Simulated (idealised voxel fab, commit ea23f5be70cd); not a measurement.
process module | voxel wiring stack
cross-section cut | 155 nm wide | cells 5 nm
A cross-section is a grid of square cells, given in bands from the top down. A band is one or more rows of cells.
Each band's line starts with the height of the band's top and of its bottom, in nm. Then come its materials from left to right, each with its width in nm. One material with "throughout" fills the band from edge to edge. "air" is empty space.
Height 0 is the level under which the wafer as received is all one material. The lowest band goes on downwards, as in "0 down".
A width such as "30 to 40" changes by the same amount from each row of cells to the next, from the band's top row to its bottom row.
"no change" after a step means that no cell of the cross-section changed.
closed voids: empty space of 8 cells or more with no open way to the top, each as width x height at its distance from the left edge, in nm
after a step's settings: what the simulator itself notes on the step
overlay nm, on a step with a mask: how far to the right of its planned place the mask lay; to the left if negative
plan
1 op RECEIVE | material Si
2 op CONFORMAL_DEP | material SiO2 | thk nm 10
3 op DIRECTIONAL_DEP | material TiN | thk nm 5
4 op DIRECTIONAL_DEP | material Ru | thk nm 25
5 op DIRECTIONAL_DEP | material aC | thk nm 15
6 op PATTERN | tone cover | mask id METAL_1 | material resist | width nm 20 | pitch nm 50 | thk nm 35 | overlay nm 0
7 op DIRECTIONAL_ETCH | etch materials aC | depth nm 15
8 op STRIP | etch materials resist
9 op DIRECTIONAL_ETCH | etch materials Ru | depth nm 25
10 op DIRECTIONAL_ETCH | etch materials TiN | depth nm 5
11 op STRIP | etch materials aC
12 op CONFORMAL_DEP | material SiCN | thk nm 5
13 op FILL_DEP | material SiO2 | thk nm 10
14 op CMP | height nm 40
15 op CONFORMAL_DEP | material SiCN | thk nm 5
16 op DIRECTIONAL_DEP | material SiO2 | thk nm 30
17 op MASKED_ETCH | tone open | mask id METAL_2 | width nm 20 | pitch nm 50 | etch materials SiO2 | depth nm 20 | overlay nm 0
18 op PATTERN | tone open | mask id METAL_2_HOLES | material resist | width nm 15 | pitch nm 100 | thk nm 20 | overlay nm 0
19 op DIRECTIONAL_ETCH | etch materials SiO2 | depth nm 10
20 op DIRECTIONAL_ETCH | etch materials SiCN | depth nm 5
21 op STRIP | etch materials resist
22 op CONFORMAL_DEP | material TiN | thk nm 5
23 op FILL_DEP | material Cu | thk nm 10
24 op CMP | height nm 75
25 op CONFORMAL_DEP | material SiCN | thk nm 5
varied across the wafers: overlay nm of step 18. The plan shows the first wafer's value. All wafers start alike
first wafer as received, after step 1
  0 down: Si throughout
  closed voids: none
first wafer at the end, after step 25
  80 to 75: SiCN throughout
  75 to 60: SiO2 15 | TiN 5 | Cu 10 | TiN 5 | SiO2 30 | TiN 5 | Cu 10 | TiN 5 | SiO2 30 | TiN 5 | Cu 10 | TiN 5 | SiO2 20
  60 to 55: SiO2 15 | TiN 5 | Cu 5 | TiN 10 | SiO2 30 | TiN 20 | SiO2 30 | TiN 5 | Cu 5 | TiN 10 | SiO2 20
  55 to 45: SiO2 15 | TiN 5 | Cu 5 | TiN 5 | SiO2 85 | TiN 5 | Cu 5 | TiN 5 | SiO2 25
  45 to 40: SiCN 15 | TiN 15 | SiCN 85 | TiN 15 | SiCN 25
  40 to 15: SiO2 10 | SiCN 5 | Ru 20 | SiCN 5 | SiO2 20 | SiCN 5 | Ru 20 | SiCN 5 | SiO2 20 | SiCN 5 | Ru 20 | SiCN 5 | SiO2 15
  15 to 10: SiCN 15 | TiN 20 | SiCN 30 | TiN 20 | SiCN 30 | TiN 20 | SiCN 20
  10 to 0: SiO2 throughout
  0 down: Si throughout
  closed voids: none
last wafer at the end
  80 to 75: SiCN throughout
  75 to 65: SiO2 15 | TiN 5 | Cu 15 to 10 | TiN 5 to 10 | SiO2 25 | TiN 5 | Cu 10 | TiN 5 | SiO2 30 | TiN 5 | Cu 15 to 10 | TiN 5 to 10 | SiO2 15
  65 to 60: SiO2 15 | TiN 5 | Cu 10 | TiN 5 | SiO2 30 | TiN 5 | Cu 10 | TiN 5 | SiO2 30 | TiN 5 | Cu 10 | TiN 5 | SiO2 20
  60 to 55: SiO2 15 | TiN 20 | SiO2 30 | TiN 20 | SiO2 30 | TiN 20 | SiO2 20
  55 to 45: SiO2 25 | TiN 10 | SiO2 90 | TiN 10 | SiO2 20
  45 to 40: SiCN 25 | TiN 10 | SiCN 90 | TiN 10 | SiCN 20
  40 to 15: SiO2 10 | SiCN 5 | Ru 20 | SiCN 5 | SiO2 20 | SiCN 5 | Ru 20 | SiCN 5 | SiO2 20 | SiCN 5 | Ru 20 | SiCN 5 | SiO2 15
  15 to 10: SiCN 15 | TiN 20 | SiCN 30 | TiN 20 | SiCN 30 | TiN 20 | SiCN 20
  10 to 0: SiO2 throughout
  0 down: Si throughout
  closed voids: none
each wafer at the end: cells of each material gained (+) or lost (-) since it was received, then its closed voids
overlay nm 0 | +24 Cu | +60 Ru | +105 SiCN | +253 SiO2 | +54 TiN | closed voids: none
overlay nm 5 | +24 Cu | +60 Ru | +105 SiCN | +253 SiO2 | +54 TiN | closed voids: none
overlay nm 10 | +20 Cu | +60 Ru | +107 SiCN | +253 SiO2 | +56 TiN | closed voids: none
